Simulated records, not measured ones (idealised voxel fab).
Module name: voxel wiring stack (process module)
For reference, the cross-section in this document is cut, with width 165 nm and square cells of 5 nm.
How to read a cross-section here: the picture is a grid of square cells, written as bands going from the top down, and any band can span one or more rows of cells.
Heights first: top, then bottom, in nm. Then materials, left to right, each with a width in nm. "edge to edge" on a single material: fills the band edge to edge. "blank": empty space.
Convention: height 0 is the level below which the wafer, as received, is all one material. The lowest band does not terminate at the bottom but continues downward, represented as "z 0 and below".
Per-row width for "30->40": begins at first number (top row of band), ends at second number (bottom row), increment between rows held constant.
A step reported as "left unchanged" is a step in which no cell of the cross-section changed.
The entry "Closed void list" lists the empty spaces that cover at least 8 cells and have no open path to the top. Each is written as width x height at distance, where the distance is measured from the left edge and all three values are in nm.
Read whatever lies past the settings on a step's line as the simulator's own remark about the step.
The "overlay nm" setting may appear on a step's line; for a step that uses a mask, it gives how far to the right of its planned position the mask lay, and a negative value indicates the left.

### Set out below are the planned steps of the process
1) RECEIVE with material Si
2) CONFORMAL_DEP with material SiO2, thk nm 15
3) DIRECTIONAL_DEP with material TiN, thk nm 5
4) DIRECTIONAL_DEP with material W, thk nm 20
5) DIRECTIONAL_DEP with material aC, thk nm 10
6) PATTERN with tone cover, mask id METAL_1, material resist, width nm 30, pitch nm 45, thk nm 30, overlay nm 0
7) DIRECTIONAL_ETCH with etch materials aC, depth nm 10
8) STRIP with etch materials resist
9) DIRECTIONAL_ETCH with etch materials W, depth nm 20
10) DIRECTIONAL_ETCH with etch materials TiN, depth nm 5
11) STRIP with etch materials aC
12) CONFORMAL_DEP with material SiN, thk nm 5
13) FILL_DEP with material lowk, thk nm 5
14) CMP with height nm 40
15) CONFORMAL_DEP with material SiCN, thk nm 5
16) DIRECTIONAL_DEP with material SiO2, thk nm 20
17) DIRECTIONAL_DEP with material aC, thk nm 10
18) PATTERN with tone open, mask id PLUG_1, material resist, width nm 15, pitch nm 90, thk nm 25, overlay nm 0
19) DIRECTIONAL_ETCH with etch materials aC, depth nm 10
20) STRIP with etch materials resist
21) DIRECTIONAL_ETCH with etch materials SiO2, depth nm 20
22) DIRECTIONAL_ETCH with etch materials SiCN, depth nm 5
23) STRIP with etch materials aC
24) EPI with material Ru, thk nm 10
25) EPI with material Ru, thk nm 10
26) EPI with material Ru, thk nm 5
27) DIRECTIONAL_DEP with material TiN, thk nm 5
28) DIRECTIONAL_DEP with material W, thk nm 25
29) DIRECTIONAL_DEP with material aC, thk nm 10
30) PATTERN with tone cover, mask id METAL_2, material resist, width nm 30, pitch nm 45, thk nm 30, overlay nm 0
31) DIRECTIONAL_ETCH with etch materials aC, depth nm 10
32) STRIP with etch materials resist
33) DIRECTIONAL_ETCH with etch materials W, depth nm 25
34) DIRECTIONAL_ETCH with etch materials TiN, depth nm 5
35) STRIP with etch materials aC
36) CONFORMAL_DEP with material SiN, thk nm 5
37) FILL_DEP with material lowk, thk nm 5
38) CMP with height nm 95
39) CONFORMAL_DEP with material SiCN, thk nm 5
40) DIRECTIONAL_DEP with material lowk, thk nm 10
41) MASKED_ETCH with tone open, mask id PLUG_2, width nm 15, pitch nm 90, etch materials lowk, depth nm 10, overlay nm 0
42) MASKED_ETCH with tone open, mask id PLUG_2, width nm 15, pitch nm 90, etch materials SiCN, depth nm 5, overlay nm 0
43) EPI with material Ru, thk nm 10
44) EPI with material Ru, thk nm 5
45) DIRECTIONAL_DEP with material TiN, thk nm 5
46) DIRECTIONAL_DEP with material W, thk nm 15
47) MASKED_ETCH with tone cover, mask id METAL_3, width nm 30, pitch nm 45, etch materials W, depth nm 15, overlay nm 0
48) MASKED_ETCH with tone cover, mask id METAL_3, width nm 30, pitch nm 45, etch materials TiN, depth nm 5, overlay nm 0
49) FILL_DEP with material SiO2, thk nm 10
50) CMP with height nm 130
51) CONFORMAL_DEP with material SiCN, thk nm 5
52) DIRECTIONAL_DEP with material lowk, thk nm 10
53) PATTERN with tone open, mask id PLUG_3, material resist, width nm 15, pitch nm 45, thk nm 20, overlay nm 0
54) DIRECTIONAL_ETCH with etch materials lowk, depth nm 10
55) DIRECTIONAL_ETCH with etch materials SiCN, depth nm 5
56) STRIP with etch materials resist
57) CONFORMAL_DEP with material TiN, thk nm 5
58) FILL_DEP with material Cu, thk nm 5
59) CMP with height nm 145
60) DIRECTIONAL_DEP with material TiN, thk nm 5
61) DIRECTIONAL_DEP with material W, thk nm 20
62) MASKED_ETCH with tone cover, mask id METAL_4, width nm 30, pitch nm 45, etch materials W, depth nm 20, overlay nm 0
63) MASKED_ETCH with tone cover, mask id METAL_4, width nm 30, pitch nm 45, etch materials TiN, depth nm 5, overlay nm 0
64) CONFORMAL_DEP with material SiCN, thk nm 5
65) FILL_DEP with material SiO2, thk nm 10
66) CMP with height nm 170
67) CONFORMAL_DEP with material SiCN, thk nm 5

### First wafer of two (run as planned)

### Cross-section, incoming material, after step 1
> z 0 and below  Si edge to edge
> Closed void list: none

### Cross-section: wafer state after step 2
> z 15 to 0  SiO2 edge to edge
> No changes below 0.

### Cross-section: wafer state after step 3
> z 20 to 15  TiN edge to edge
> No changes below 15.

### Cross-section: wafer state after step 4
> z 40 to 20  W edge to edge
> No changes below 20.

### Cross-section: wafer state after step 5
> z 50 to 40  aC edge to edge
> No changes below 40.

### Cross-section: wafer state after step 6
> z 80 to 50  blank=20, resist=30, blank=15, resist=30, blank=15, resist=30, blank=25
> No changes below 50.

### Cross-section: wafer state after step 7
> z 70 to 50  blank=20, resist=30, blank=15, resist=30, blank=15, resist=30, blank=25
> z 50 to 40  blank=20, aC=30, blank=15, aC=30, blank=15, aC=30, blank=25
> No changes below 40.

### Cross-section: wafer state after step 8
> z 50 to 40  blank=20, aC=30, blank=15, aC=30, blank=15, aC=30, blank=25
> No changes below 40.

### Cross-section: wafer state after step 9
> z 50 to 40  blank=20, aC=30, blank=15, aC=30, blank=15, aC=30, blank=25
> z 40 to 20  blank=20, W=30, blank=15, W=30, blank=15, W=30, blank=25
> No changes below 20.

### Cross-section: wafer state after step 10
> z 50 to 40  blank=20, aC=30, blank=15, aC=30, blank=15, aC=30, blank=25
> z 40 to 20  blank=20, W=30, blank=15, W=30, blank=15, W=30, blank=25
> z 20 to 15  blank=20, TiN=30, blank=15, TiN=30, blank=15, TiN=30, blank=25
> No changes below 15.

### Cross-section: wafer state after step 11
> z 40 to 20  blank=20, W=30, blank=15, W=30, blank=15, W=30, blank=25
> No changes below 20.

### Cross-section: wafer state after step 12
> z 45 to 40  blank=15, SiN=40, blank=5, SiN=40, blank=5, SiN=40, blank=20
> z 40 to 20  blank=15, SiN=5, W=30, SiN=5, blank=5, SiN=5, W=30, SiN=5, blank=5, SiN=5, W=30, SiN=5, blank=20
> z 20 to 15  SiN=20, TiN=30, SiN=15, TiN=30, SiN=15, TiN=30, SiN=25
> No changes below 15.

### Cross-section: wafer state after step 13
> z 50 to 45  lowk edge to edge
> z 45 to 40  lowk=15, SiN=40, lowk=5, SiN=40, lowk=5, SiN=40, lowk=20
> z 40 to 20  lowk=15, SiN=5, W=30, SiN=5, lowk=5, SiN=5, W=30, SiN=5, lowk=5, SiN=5, W=30, SiN=5, lowk=20
> No changes below 20.

### Cross-section: wafer state after step 14
> z 40 to 20  lowk=15, SiN=5, W=30, SiN=5, lowk=5, SiN=5, W=30, SiN=5, lowk=5, SiN=5, W=30, SiN=5, lowk=20
> No changes below 20.

### Cross-section: wafer state after step 15
> z 45 to 40  SiCN edge to edge
> No changes below 40.

### Cross-section: wafer state after step 16
> z 65 to 45  SiO2 edge to edge
> No changes below 45.

### Cross-section: wafer state after step 17
> z 75 to 65  aC edge to edge
> No changes below 65.

### Cross-section: wafer state after step 18
> z 100 to 75  resist=20, blank=15, resist=75, blank=15, resist=40
> No changes below 75.

### Cross-section: wafer state after step 19
> z 90 to 75  resist=20, blank=15, resist=75, blank=15, resist=40
> z 75 to 65  aC=20, blank=15, aC=75, blank=15, aC=40
> No changes below 65.

### Cross-section: wafer state after step 20
> z 75 to 65  aC=20, blank=15, aC=75, blank=15, aC=40
> No changes below 65.

### Cross-section: wafer state after step 21
> z 75 to 65  aC=20, blank=15, aC=75, blank=15, aC=40
> z 65 to 45  SiO2=20, blank=15, SiO2=75, blank=15, SiO2=40
> No changes below 45.

### Cross-section: wafer state after step 22
> z 75 to 65  aC=20, blank=15, aC=75, blank=15, aC=40
> z 65 to 45  SiO2=20, blank=15, SiO2=75, blank=15, SiO2=40
> z 45 to 40  SiCN=20, blank=15, SiCN=75, blank=15, SiCN=40
> No changes below 40.

### Cross-section: wafer state after step 23
> z 65 to 45  SiO2=20, blank=15, SiO2=75, blank=15, SiO2=40
> No changes below 45.

### Cross-section: wafer state after step 24
> z 65 to 50  SiO2=20, blank=15, SiO2=75, blank=15, SiO2=40
> z 50 to 45  SiO2=20, Ru=15, SiO2=75, Ru=15, SiO2=40
> z 45 to 40  SiCN=20, Ru=15, SiCN=75, Ru=15, SiCN=40
> No changes below 40.

### Cross-section: wafer state after step 25
> z 65 to 60  SiO2=20, blank=15, SiO2=75, blank=15, SiO2=40
> z 60 to 45  SiO2=20, Ru=15, SiO2=75, Ru=15, SiO2=40
> No changes below 45.

### Cross-section: wafer state after step 26
> z 65 to 45  SiO2=20, Ru=15, SiO2=75, Ru=15, SiO2=40
> No changes below 45.

### Cross-section: wafer state after step 27
> z 70 to 65  TiN edge to edge
> No changes below 65.

### Cross-section: wafer state after step 28
> z 95 to 70  W edge to edge
> No changes below 70.

### Cross-section: wafer state after step 29
> z 105 to 95  aC edge to edge
> No changes below 95.

### Cross-section: wafer state after step 30
> z 135 to 105  blank=20, resist=30, blank=15, resist=30, blank=15, resist=30, blank=25
> No changes below 105.

### Cross-section: wafer state after step 31
> z 125 to 105  blank=20, resist=30, blank=15, resist=30, blank=15, resist=30, blank=25
> z 105 to 95  blank=20, aC=30, blank=15, aC=30, blank=15, aC=30, blank=25
> No changes below 95.

### Cross-section: wafer state after step 32
> z 105 to 95  blank=20, aC=30, blank=15, aC=30, blank=15, aC=30, blank=25
> No changes below 95.

### Cross-section: wafer state after step 33
> z 105 to 95  blank=20, aC=30, blank=15, aC=30, blank=15, aC=30, blank=25
> z 95 to 70  blank=20, W=30, blank=15, W=30, blank=15, W=30, blank=25
> No changes below 70.

### Cross-section: wafer state after step 34
> z 105 to 95  blank=20, aC=30, blank=15, aC=30, blank=15, aC=30, blank=25
> z 95 to 70  blank=20, W=30, blank=15, W=30, blank=15, W=30, blank=25
> z 70 to 65  blank=20, TiN=30, blank=15, TiN=30, blank=15, TiN=30, blank=25
> No changes below 65.

### Cross-section: wafer state after step 35
> z 95 to 70  blank=20, W=30, blank=15, W=30, blank=15, W=30, blank=25
> No changes below 70.

### Cross-section: wafer state after step 36
> z 100 to 95  blank=15, SiN=40, blank=5, SiN=40, blank=5, SiN=40, blank=20
> z 95 to 70  blank=15, SiN=5, W=30, SiN=5, blank=5, SiN=5, W=30, SiN=5, blank=5, SiN=5, W=30, SiN=5, blank=20
> z 70 to 65  SiN=20, TiN=30, SiN=15, TiN=30, SiN=15, TiN=30, SiN=25
> No changes below 65.

### Cross-section: wafer state after step 37
> z 105 to 100  lowk edge to edge
> z 100 to 95  lowk=15, SiN=40, lowk=5, SiN=40, lowk=5, SiN=40, lowk=20
> z 95 to 70  lowk=15, SiN=5, W=30, SiN=5, lowk=5, SiN=5, W=30, SiN=5, lowk=5, SiN=5, W=30, SiN=5, lowk=20
> No changes below 70.

### Cross-section: wafer state after step 38
> z 95 to 70  lowk=15, SiN=5, W=30, SiN=5, lowk=5, SiN=5, W=30, SiN=5, lowk=5, SiN=5, W=30, SiN=5, lowk=20
> No changes below 70.

### Cross-section: wafer state after step 39
> z 100 to 95  SiCN edge to edge
> No changes below 95.

### Cross-section: wafer state after step 40
> z 110 to 100  lowk edge to edge
> No changes below 100.

### Cross-section: wafer state after step 41
> z 110 to 100  lowk=20, blank=15, lowk=75, blank=15, lowk=40
> No changes below 100.

### Cross-section: wafer state after step 42
> z 110 to 100  lowk=20, blank=15, lowk=75, blank=15, lowk=40
> z 100 to 95  SiCN=20, blank=15, SiCN=75, blank=15, SiCN=40
> No changes below 95.

### Cross-section: wafer state after step 43
> z 110 to 105  lowk=20, blank=15, lowk=75, blank=15, lowk=40
> z 105 to 100  lowk=20, Ru=15, lowk=75, Ru=15, lowk=40
> z 100 to 95  SiCN=20, Ru=15, SiCN=75, Ru=15, SiCN=40
> No changes below 95.

### Cross-section: wafer state after step 44
> z 110 to 100  lowk=20, Ru=15, lowk=75, Ru=15, lowk=40
> No changes below 100.

### Cross-section: wafer state after step 45
> z 115 to 110  TiN edge to edge
> No changes below 110.

### Cross-section: wafer state after step 46
> z 130 to 115  W edge to edge
> No changes below 115.

### Cross-section: wafer state after step 47
> z 130 to 115  blank=20, W=30, blank=15, W=30, blank=15, W=30, blank=25
> No changes below 115.

### Cross-section: wafer state after step 48
> z 130 to 115  blank=20, W=30, blank=15, W=30, blank=15, W=30, blank=25
> z 115 to 110  blank=20, TiN=30, blank=15, TiN=30, blank=15, TiN=30, blank=25
> No changes below 110.

### Cross-section: wafer state after step 49
> z 140 to 130  SiO2 edge to edge
> z 130 to 115  SiO2=20, W=30, SiO2=15, W=30, SiO2=15, W=30, SiO2=25
> z 115 to 110  SiO2=20, TiN=30, SiO2=15, TiN=30, SiO2=15, TiN=30, SiO2=25
> No changes below 110.

### Cross-section: wafer state after step 50
> z 130 to 115  SiO2=20, W=30, SiO2=15, W=30, SiO2=15, W=30, SiO2=25
> No changes below 115.

### Cross-section: wafer state after step 51
> z 135 to 130  SiCN edge to edge
> No changes below 130.

### Cross-section: wafer state after step 52
> z 145 to 135  lowk edge to edge
> No changes below 135.

### Cross-section: wafer state after step 53
> z 165 to 145  resist=20, blank=15, resist=30, blank=15, resist=30, blank=15, resist=40
> No changes below 145.

### Cross-section: wafer state after step 54
> z 165 to 145  resist=20, blank=15, resist=30, blank=15, resist=30, blank=15, resist=40
> z 145 to 135  lowk=20, blank=15, lowk=30, blank=15, lowk=30, blank=15, lowk=40
> No changes below 135.

### Cross-section: wafer state after step 55
> z 165 to 145  resist=20, blank=15, resist=30, blank=15, resist=30, blank=15, resist=40
> z 145 to 135  lowk=20, blank=15, lowk=30, blank=15, lowk=30, blank=15, lowk=40
> z 135 to 130  SiCN=20, blank=15, SiCN=30, blank=15, SiCN=30, blank=15, SiCN=40
> No changes below 130.

### Cross-section: wafer state after step 56
> z 145 to 135  lowk=20, blank=15, lowk=30, blank=15, lowk=30, blank=15, lowk=40
> No changes below 135.

### Cross-section: wafer state after step 57
> z 150 to 145  TiN=25, blank=5, TiN=40, blank=5, TiN=40, blank=5, TiN=45
> z 145 to 135  lowk=20, TiN=5, blank=5, TiN=5, lowk=30, TiN=5, blank=5, TiN=5, lowk=30, TiN=5, blank=5, TiN=5, lowk=40
> z 135 to 130  SiCN=20, TiN=15, SiCN=30, TiN=15, SiCN=30, TiN=15, SiCN=40
> No changes below 130.

### Cross-section: wafer state after step 58
> z 155 to 150  Cu edge to edge
> z 150 to 145  TiN=25, Cu=5, TiN=40, Cu=5, TiN=40, Cu=5, TiN=45
> z 145 to 135  lowk=20, TiN=5, Cu=5, TiN=5, lowk=30, TiN=5, Cu=5, TiN=5, lowk=30, TiN=5, Cu=5, TiN=5, lowk=40
> No changes below 135.

### Cross-section: wafer state after step 59
> z 145 to 135  lowk=20, TiN=5, Cu=5, TiN=5, lowk=30, TiN=5, Cu=5, TiN=5, lowk=30, TiN=5, Cu=5, TiN=5, lowk=40
> No changes below 135.

### Cross-section: wafer state after step 60
> z 150 to 145  TiN edge to edge
> No changes below 145.

### Cross-section: wafer state after step 61
> z 170 to 150  W edge to edge
> No changes below 150.

### Cross-section: wafer state after step 62
> z 170 to 150  blank=20, W=30, blank=15, W=30, blank=15, W=30, blank=25
> No changes below 150.

### Cross-section: wafer state after step 63
> z 170 to 150  blank=20, W=30, blank=15, W=30, blank=15, W=30, blank=25
> z 150 to 145  blank=20, TiN=30, blank=15, TiN=30, blank=15, TiN=30, blank=25
> No changes below 145.

### Cross-section: wafer state after step 64
> z 175 to 170  blank=15, SiCN=40, blank=5, SiCN=40, blank=5, SiCN=40, blank=20
> z 170 to 150  blank=15, SiCN=5, W=30, SiCN=5, blank=5, SiCN=5, W=30, SiCN=5, blank=5, SiCN=5, W=30, SiCN=5, blank=20
> z 150 to 145  SiCN=20, TiN=30, SiCN=15, TiN=30, SiCN=15, TiN=30, SiCN=25
> No changes below 145.

### Cross-section: wafer state after step 65
> z 185 to 175  SiO2 edge to edge
> z 175 to 170  SiO2=15, SiCN=40, SiO2=5, SiCN=40, SiO2=5, SiCN=40, SiO2=20
> z 170 to 150  SiO2=15, SiCN=5, W=30, SiCN=5, SiO2=5, SiCN=5, W=30, SiCN=5, SiO2=5, SiCN=5, W=30, SiCN=5, SiO2=20
> No changes below 150.

### Cross-section: wafer state after step 66
> z 170 to 150  SiO2=15, SiCN=5, W=30, SiCN=5, SiO2=5, SiCN=5, W=30, SiCN=5, SiO2=5, SiCN=5, W=30, SiCN=5, SiO2=20
> No changes below 150.

### Cross-section: wafer state after step 67
> z 175 to 170  SiCN edge to edge
> No changes below 170.

### Regarding the second of the two wafers: it shared the first wafer's starting condition and process plan, yet one error occurred during its execution. Its history coincides with that of the first wafer up to and including step 29

### Cross-sectional representation of the second wafer at the time designated in the plan for the completion of step 30
> z 135 to 105  resist=20, blank=30, resist=15, blank=30, resist=15, blank=30, resist=25
> No changes below 105.

### Cross-sectional representation of the second wafer at the time designated in the plan for the completion of step 31
> z 125 to 105  resist=20, blank=30, resist=15, blank=30, resist=15, blank=30, resist=25
> z 105 to 95  aC=20, blank=30, aC=15, blank=30, aC=15, blank=30, aC=25
> No changes below 95.

### Cross-sectional representation of the second wafer at the time designated in the plan for the completion of step 32
> z 105 to 95  aC=20, blank=30, aC=15, blank=30, aC=15, blank=30, aC=25
> No changes below 95.

### Cross-sectional representation of the second wafer at the time designated in the plan for the completion of step 33
> z 105 to 95  aC=20, blank=30, aC=15, blank=30, aC=15, blank=30, aC=25
> z 95 to 70  W=20, blank=30, W=15, blank=30, W=15, blank=30, W=25
> No changes below 70.

### Cross-sectional representation of the second wafer at the time designated in the plan for the completion of step 34
> z 105 to 95  aC=20, blank=30, aC=15, blank=30, aC=15, blank=30, aC=25
> z 95 to 70  W=20, blank=30, W=15, blank=30, W=15, blank=30, W=25
> z 70 to 65  TiN=20, blank=30, TiN=15, blank=30, TiN=15, blank=30, TiN=25
> No changes below 65.

### Cross-sectional representation of the second wafer at the time designated in the plan for the completion of step 35
> z 95 to 70  W=20, blank=30, W=15, blank=30, W=15, blank=30, W=25
> No changes below 70.

### Cross-sectional representation of the second wafer at the time designated in the plan for the completion of step 36
> z 100 to 95  SiN=25, blank=20, SiN=25, blank=20, SiN=25, blank=20, SiN=30
> z 95 to 70  W=20, SiN=5, blank=20, SiN=5, W=15, SiN=5, blank=20, SiN=5, W=15, SiN=5, blank=20, SiN=5, W=25
> z 70 to 65  TiN=20, SiN=30, TiN=15, SiN=30, TiN=15, SiN=30, TiN=25
> No changes below 65.

### Cross-sectional representation of the second wafer at the time designated in the plan for the completion of step 37
> z 105 to 100  lowk edge to edge
> z 100 to 95  SiN=25, lowk=20, SiN=25, lowk=20, SiN=25, lowk=20, SiN=30
> z 95 to 70  W=20, SiN=5, lowk=20, SiN=5, W=15, SiN=5, lowk=20, SiN=5, W=15, SiN=5, lowk=20, SiN=5, W=25
> No changes below 70.

### Cross-sectional representation of the second wafer at the time designated in the plan for the completion of step 38
> z 95 to 70  W=20, SiN=5, lowk=20, SiN=5, W=15, SiN=5, lowk=20, SiN=5, W=15, SiN=5, lowk=20, SiN=5, W=25
> No changes below 70.

### Cross-sectional representation of the second wafer at the time designated in the plan for the completion of step 39
> z 100 to 95  SiCN edge to edge
> No changes below 95.

### Cross-sectional representation of the second wafer at the time designated in the plan for the completion of step 40
> z 110 to 100  lowk edge to edge
> No changes below 100.

### Cross-sectional representation of the second wafer at the time designated in the plan for the completion of step 41
> z 110 to 100  lowk=20, blank=15, lowk=75, blank=15, lowk=40
> No changes below 100.

### Cross-sectional representation of the second wafer at the time designated in the plan for the completion of step 42
> z 110 to 100  lowk=20, blank=15, lowk=75, blank=15, lowk=40
> z 100 to 95  SiCN=20, blank=15, SiCN=75, blank=15, SiCN=40
> No changes below 95.

Cross-sectional representation of the second wafer at the time designated in the plan for the completion of step 43: left unchanged

Cross-sectional representation of the second wafer at the time designated in the plan for the completion of step 44: left unchanged

### Cross-sectional representation of the second wafer at the time designated in the plan for the completion of step 45
> z 115 to 110  TiN=20, blank=15, TiN=75, blank=15, TiN=40
> z 110 to 100  lowk=20, blank=15, lowk=75, blank=15, lowk=40
> z 100 to 95  SiCN=20, TiN=15, SiCN=75, TiN=15, SiCN=40
> No changes below 95.

### Cross-sectional representation of the second wafer at the time designated in the plan for the completion of step 46
> z 130 to 115  W=20, blank=15, W=75, blank=15, W=40
> z 115 to 110  TiN=20, W=15, TiN=75, W=15, TiN=40
> z 110 to 100  lowk=20, W=15, lowk=75, W=15, lowk=40
> No changes below 100.

### Cross-sectional representation of the second wafer at the time designated in the plan for the completion of step 47
> z 130 to 115  blank=35, W=15, blank=15, W=30, blank=30, W=15, blank=25
> No changes below 115.

### Cross-sectional representation of the second wafer at the time designated in the plan for the completion of step 48
> z 130 to 115  blank=35, W=15, blank=15, W=30, blank=30, W=15, blank=25
> z 115 to 110  blank=20, W=15, TiN=15, blank=15, TiN=30, blank=15, W=15, TiN=15, blank=25
> No changes below 110.

### Cross-sectional representation of the second wafer at the time designated in the plan for the completion of step 49
> z 140 to 130  SiO2 edge to edge
> z 130 to 115  SiO2=35, W=15, SiO2=15, W=30, SiO2=30, W=15, SiO2=25
> z 115 to 110  SiO2=20, W=15, TiN=15, SiO2=15, TiN=30, SiO2=15, W=15, TiN=15, SiO2=25
> No changes below 110.

### Cross-sectional representation of the second wafer at the time designated in the plan for the completion of step 50
> z 130 to 115  SiO2=35, W=15, SiO2=15, W=30, SiO2=30, W=15, SiO2=25
> No changes below 115.

### Cross-sectional representation of the second wafer at the time designated in the plan for the completion of step 51
> z 135 to 130  SiCN edge to edge
> No changes below 130.

### Cross-sectional representation of the second wafer at the time designated in the plan for the completion of step 52
> z 145 to 135  lowk edge to edge
> No changes below 135.

### Cross-sectional representation of the second wafer at the time designated in the plan for the completion of step 53
> z 165 to 145  resist=20, blank=15, resist=30, blank=15, resist=30, blank=15, resist=40
> No changes below 145.

### Cross-sectional representation of the second wafer at the time designated in the plan for the completion of step 54
> z 165 to 145  resist=20, blank=15, resist=30, blank=15, resist=30, blank=15, resist=40
> z 145 to 135  lowk=20, blank=15, lowk=30, blank=15, lowk=30, blank=15, lowk=40
> No changes below 135.

### Cross-sectional representation of the second wafer at the time designated in the plan for the completion of step 55
> z 165 to 145  resist=20, blank=15, resist=30, blank=15, resist=30, blank=15, resist=40
> z 145 to 135  lowk=20, blank=15, lowk=30, blank=15, lowk=30, blank=15, lowk=40
> z 135 to 130  SiCN=20, blank=15, SiCN=30, blank=15, SiCN=30, blank=15, SiCN=40
> No changes below 130.

### Cross-sectional representation of the second wafer at the time designated in the plan for the completion of step 56
> z 145 to 135  lowk=20, blank=15, lowk=30, blank=15, lowk=30, blank=15, lowk=40
> No changes below 135.

### Cross-sectional representation of the second wafer at the time designated in the plan for the completion of step 57
> z 150 to 145  TiN=25, blank=5, TiN=40, blank=5, TiN=40, blank=5, TiN=45
> z 145 to 135  lowk=20, TiN=5, blank=5, TiN=5, lowk=30, TiN=5, blank=5, TiN=5, lowk=30, TiN=5, blank=5, TiN=5, lowk=40
> z 135 to 130  SiCN=20, TiN=15, SiCN=30, TiN=15, SiCN=30, TiN=15, SiCN=40
> No changes below 130.

### Cross-sectional representation of the second wafer at the time designated in the plan for the completion of step 58
> z 155 to 150  Cu edge to edge
> z 150 to 145  TiN=25, Cu=5, TiN=40, Cu=5, TiN=40, Cu=5, TiN=45
> z 145 to 135  lowk=20, TiN=5, Cu=5, TiN=5, lowk=30, TiN=5, Cu=5, TiN=5, lowk=30, TiN=5, Cu=5, TiN=5, lowk=40
> No changes below 135.

### Cross-sectional representation of the second wafer at the time designated in the plan for the completion of step 59
> z 145 to 135  lowk=20, TiN=5, Cu=5, TiN=5, lowk=30, TiN=5, Cu=5, TiN=5, lowk=30, TiN=5, Cu=5, TiN=5, lowk=40
> No changes below 135.

### Cross-sectional representation of the second wafer at the time designated in the plan for the completion of step 60
> z 150 to 145  TiN edge to edge
> No changes below 145.

### Cross-sectional representation of the second wafer at the time designated in the plan for the completion of step 61
> z 170 to 150  W edge to edge
> No changes below 150.

### Cross-sectional representation of the second wafer at the time designated in the plan for the completion of step 62
> z 170 to 150  blank=20, W=30, blank=15, W=30, blank=15, W=30, blank=25
> No changes below 150.

### Cross-sectional representation of the second wafer at the time designated in the plan for the completion of step 63
> z 170 to 150  blank=20, W=30, blank=15, W=30, blank=15, W=30, blank=25
> z 150 to 145  blank=20, TiN=30, blank=15, TiN=30, blank=15, TiN=30, blank=25
> No changes below 145.

### Cross-sectional representation of the second wafer at the time designated in the plan for the completion of step 64
> z 175 to 170  blank=15, SiCN=40, blank=5, SiCN=40, blank=5, SiCN=40, blank=20
> z 170 to 150  blank=15, SiCN=5, W=30, SiCN=5, blank=5, SiCN=5, W=30, SiCN=5, blank=5, SiCN=5, W=30, SiCN=5, blank=20
> z 150 to 145  SiCN=20, TiN=30, SiCN=15, TiN=30, SiCN=15, TiN=30, SiCN=25
> No changes below 145.

### Cross-sectional representation of the second wafer at the time designated in the plan for the completion of step 65
> z 185 to 175  SiO2 edge to edge
> z 175 to 170  SiO2=15, SiCN=40, SiO2=5, SiCN=40, SiO2=5, SiCN=40, SiO2=20
> z 170 to 150  SiO2=15, SiCN=5, W=30, SiCN=5, SiO2=5, SiCN=5, W=30, SiCN=5, SiO2=5, SiCN=5, W=30, SiCN=5, SiO2=20
> No changes below 150.

### Cross-sectional representation of the second wafer at the time designated in the plan for the completion of step 66
> z 170 to 150  SiO2=15, SiCN=5, W=30, SiCN=5, SiO2=5, SiCN=5, W=30, SiCN=5, SiO2=5, SiCN=5, W=30, SiCN=5, SiO2=20
> No changes below 150.

### Cross-sectional representation of the second wafer at the time designated in the plan for the completion of step 67
> z 175 to 170  SiCN edge to edge
> No changes below 170.
Misprocessing identified: step 30 ran as: PATTERN with tone open, mask id METAL_2, material resist, width nm 30, pitch nm 45, thk nm 30, overlay nm 0
Upon completion, the second wafer contains, in terms of cells, a greater or smaller amount of certain materials than the first wafer: 18 fewer of Ru; 3 more of SiN; 18 more of SiO2; 3 fewer of TiN; 15 fewer of W; 15 more of lowk
